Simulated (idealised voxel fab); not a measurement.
Process module heading - voxel released beams
The cross-section on display is named cut; it measures 185 nm wide, and its cells are 5 nm squares.
A cross-section in this document is a grid of square cells, and it is written down as bands, the top band listed before the ones below it; a band is made up of one or more rows of cells. It is stipulated that each band's entry specify, in nanometres, the height of the top of the band and then that of its bottom, followed by the materials of the band in left-to-right sequence, each together with its width in nanometres. A single material marked by the word "everywhere" is understood to fill the band from edge to edge; the word "air" is understood to denote empty space. Heads up on the height convention: 0 is the point under which the incoming wafer is all one material, and the lowest band has no bottom, it just keeps going down, like "0 nm and below". It should be noted that a width expressed as "30 to 40" varies in equal increments from row to row of cells within the band, taking the value of the first number at the top row and that of the second number at the bottom row. No cell of the cross-section changed in a step that is given as "no change occurred". The entry "Closed cavity list" lists the empty spaces that cover at least 8 cells and have no open path to the top. Each is written as width x height at distance, where the distance is measured from the left edge and all three values are in nm. Heads up: the bit after the settings on a step's line is the simulator's remark on that step. Each step line may optionally specify "overlay nm", which for a step with a mask gives the rightward distance between the mask's planned place and where it lay, a negative value indicating the leftward direction.

# Process steps foreseen in the plan
1,RECEIVE | material Si
2,CONFORMAL_DEP | material SiN | thk nm 5
3,DIRECTIONAL_DEP | material SiO2 | thk nm 15
4,PATTERN | tone open | mask id ANCHOR | material resist | width nm 30 | thk nm 20 | overlay nm 0
5,DIRECTIONAL_ETCH | etch materials SiO2 | depth nm 15
6,STRIP | etch materials resist
7,CONFORMAL_DEP | material TiN | thk nm 10
8,MASKED_ETCH | tone cover | mask id BEAM | width nm 95 | etch materials TiN | depth nm 10 | overlay nm 0
9,STRIP | etch materials SiO2

# Cross-sectional view of the wafer in its as-received condition, corresponding to the state after step 1
	0 nm and below = Si everywhere
	Closed cavity list: none

# Starting structure and process plan are as shown above, but one mistake was made in running the module; the wafer cross-section at the end of the module follows
	40 nm to 30 nm = 40 air, 15 TiN, 10 air, 70 TiN, 50 air
	30 nm to 25 nm = 45 air, 10 TiN, 10 air, 10 TiN, 110 air
	25 nm to 15 nm = 45 air, 30 TiN, 110 air
	15 nm to 0 nm = SiN everywhere
	0 nm and below = Si everywhere
	Closed cavity list: none
Misprocessing identified: step 2: run off-plan, actual operation and settings CONFORMAL_DEP | material SiN | thk nm 15
